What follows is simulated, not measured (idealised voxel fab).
Process module heading - voxel spacer lines
The cross-section shown here is cut; it is 290 nm wide and divided into square cells measuring 5 nm on a side.
In this document a cross-section is written as a grid of square cells. It is given as a series of bands, listed from the top down, and a band is one or more rows of cells.
First you get the band's top height and its bottom height, in nm, and then the materials it's made of, left to right, with each width in nm. If you see a single material with "all across", that one covers the band edge to edge. "blank" is empty space.
Where do heights start? At 0: under that level the wafer as delivered is made of one material only. And the lowest band has no floor; it just carries on downward, as in "0 -> down".
Width: "30 to 40" (first number = top row, second number = bottom row, same change from row to row of cells).
Where a step carries "nothing was modified", the cross-section came out of it unchanged, cell for cell.
Each empty space that has no open way to the top and spans at least 8 cells appears under "Closed-off voids" as width x height at distance, the distance counted from the left edge, all in nm.
On each step's line, the part that comes after the settings is the simulator's own comment on the step.
overlay nm, on a step with a mask: how far to the right of its planned place the mask lay; to the left if negative
THIS SECTION LISTS THE PROCESS STEPS THAT WERE PLANNED
| 1 | RECEIVE [material Si] |
| 2 | CONFORMAL_DEP [material Al2O3] [thk nm 10] |
| 3 | DIRECTIONAL_DEP [material polySi] [thk nm 20] |
| 4 | DIRECTIONAL_DEP [material aC] [thk nm 20] |
| 5 | PATTERN [tone cover] [mask id MANDREL] [material resist] [width nm 20] [pitch nm 70] [thk nm 30] [overlay nm 0] |
| 6 | DIRECTIONAL_ETCH [etch materials aC] [depth nm 20] |
| 7 | STRIP [etch materials resist] |
| 8 | CONFORMAL_DEP [material SiN] [thk nm 15] |
| 9 | DIRECTIONAL_ETCH [etch materials SiN] [depth nm 15] |
| 10 | STRIP [etch materials aC] |
| 11 | DIRECTIONAL_ETCH [etch materials polySi] [depth nm 20] |
| 12 | STRIP [etch materials SiN] |
| 13 | FILL_DEP [material lowk] [thk nm 5] |
| 14 | CMP [height nm 30] |
AS RECEIVED, AFTER STEP 1
- 0 -> down | Si all across
- Closed-off voids: none
LOOK AT THE CROSS-SECTION AFTER THE MODULE: THE WAFER STARTED OUT THE WAY SHOWN ABOVE AND THE PLAN WAS THE ONE SHOWN ABOVE, YET ONE MISTAKE WAS MADE ALONG THE WAY
- 30 -> 10 | lowk=85 / polySi=15 / lowk=20 / polySi=15 / lowk=20 / polySi=15 / lowk=20 / polySi=15 / lowk=85
- 10 -> 0 | lowk all across
- 0 -> down | Si all across
- Closed-off voids: none
So what did we get wrong on this run? so step 2 ended up running with a different setting than we planned, it ran as CONFORMAL_DEP [material lowk] [thk nm 10]
